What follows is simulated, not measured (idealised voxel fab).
process module | voxel capacitor over wiring
cross-section cut | 300 nm wide | cells 5 nm
A cross-section is a grid of square cells, given in bands from the top down. A band is one or more rows of cells.
Each band's line starts with the height of the band's top and of its bottom, in nm. Then come its materials from left to right, each with its width in nm. One material with "throughout" fills the band from edge to edge. "air" is empty space.
Height 0 is the level under which the wafer as received is all one material. The lowest band goes on downwards, as in "0 down".
A width such as "30 to 40" changes by the same amount from each row of cells to the next, from the band's top row to its bottom row.
"no change" after a step means that no cell of the cross-section changed.
closed voids: empty space of 8 cells or more with no open way to the top, each as width x height at its distance from the left edge, in nm
after a step's settings: what the simulator itself notes on the step
overlay nm, on a step with a mask: how far to the right of its planned place the mask lay; to the left if negative
plan
1 op RECEIVE | material Si
2 op CONFORMAL_DEP | material SiO2 | thk nm 10
3 op DIRECTIONAL_DEP | material TiN | thk nm 5
4 op DIRECTIONAL_DEP | material W | thk nm 20
5 op DIRECTIONAL_DEP | material aC | thk nm 15
6 op PATTERN | tone cover | mask id METAL_1 | material resist | width nm 30 | pitch nm 95 | thk nm 35 | overlay nm 0
7 op DIRECTIONAL_ETCH | etch materials aC | depth nm 15
8 op STRIP | etch materials resist
9 op DIRECTIONAL_ETCH | etch materials W | depth nm 20
10 op DIRECTIONAL_ETCH | etch materials TiN | depth nm 5
11 op STRIP | etch materials aC
12 op FILL_DEP | material SiO2 | thk nm 5
13 op CMP | height nm 35
14 op CONFORMAL_DEP | material SiCN | thk nm 5
15 op DIRECTIONAL_DEP | material lowk | thk nm 20
16 op PATTERN | tone open | mask id PLUG_1 | material resist | width nm 15 | thk nm 20 | overlay nm 0
17 op DIRECTIONAL_ETCH | etch materials lowk | depth nm 20
18 op DIRECTIONAL_ETCH | etch materials SiCN | depth nm 5
19 op STRIP | etch materials resist
20 op CONFORMAL_DEP | material TiN | thk nm 5
21 op FILL_DEP | material Cu | thk nm 5
22 op CMP | height nm 60
23 op DIRECTIONAL_DEP | material TiN | thk nm 10
24 op DIRECTIONAL_DEP | material HfO2 | thk nm 5
25 op DIRECTIONAL_DEP | material TiN | thk nm 5
26 op PATTERN | tone cover | mask id UPPER_PLATE | material resist | width nm 70 | thk nm 20 | overlay nm 0
27 op DIRECTIONAL_ETCH | etch materials TiN | depth nm 5
28 op DIRECTIONAL_ETCH | etch materials HfO2 | depth nm 5
29 op STRIP | etch materials resist
30 op DIRECTIONAL_DEP | material aC | thk nm 15
31 op PATTERN | tone cover | mask id LOWER_PLATE | material resist | width nm 80 | thk nm 30 | overlay nm 0
32 op DIRECTIONAL_ETCH | etch materials aC | depth nm 15
33 op STRIP | etch materials resist
34 op DIRECTIONAL_ETCH | etch materials TiN | depth nm 10
35 op STRIP | etch materials aC
36 op FILL_DEP | material SiO2 | thk nm 15
37 op CMP | height nm 90
38 op MASKED_ETCH | tone open | mask id PLUG_2 | width nm 15 | etch materials SiO2 | depth nm 10 | overlay nm 0
39 op CONFORMAL_DEP | material TiN | thk nm 5
40 op FILL_DEP | material Ru | thk nm 10
41 op CMP | height nm 90
42 op CONFORMAL_DEP | material SiN | thk nm 5
as received, after step 1
  0 down: Si throughout
  closed voids: none
first wafer at the end, as planned
  95 to 90: SiN throughout
  90 to 85: SiO2 110 | TiN 5 | Ru 5 | TiN 5 | SiO2 175
  85 to 75: SiO2 110 to 100 | TiN 15 to 70 | SiO2 175 to 130
  75 to 70: SiO2 100 | HfO2 70 | SiO2 130
  70 to 60: SiO2 95 | TiN 80 | SiO2 125
  60 to 40: lowk 100 | TiN 5 | Cu 5 | TiN 5 | lowk 185
  40 to 35: SiCN 100 | TiN 15 | SiCN 185
  35 to 15: SiO2 85 | W 30 | SiO2 65 | W 30 | SiO2 90
  15 to 10: SiO2 85 | TiN 30 | SiO2 65 | TiN 30 | SiO2 90
  10 to 0: SiO2 throughout
  0 down: Si throughout
  closed voids: none
second wafer at the end: like start, like plan, one mistake
  95 to 90: SiN throughout
  90 to 85: SiO2 100 | TiN 70 | SiO2 130
  85 to 75: SiO2 95 | TiN 80 | SiO2 125
  75 to 70: HfO2 throughout
  70 to 60: TiN throughout
  60 to 40: lowk 100 | TiN 5 | Cu 5 | TiN 5 | lowk 185
  40 to 35: SiCN 100 | TiN 15 | SiCN 185
  35 to 15: SiO2 85 | W 30 | SiO2 65 | W 30 | SiO2 90
  15 to 10: SiO2 85 | TiN 30 | SiO2 65 | TiN 30 | SiO2 90
  10 to 0: SiO2 throughout
  0 down: Si throughout
  closed voids: none
what went wrong: step 25 ran as: op DIRECTIONAL_DEP | material TiN | thk nm 15
at the end the second wafer has, in cells: 46 more of HfO2 | 1 fewer of Ru | 160 fewer of SiO2 | 115 more of TiN
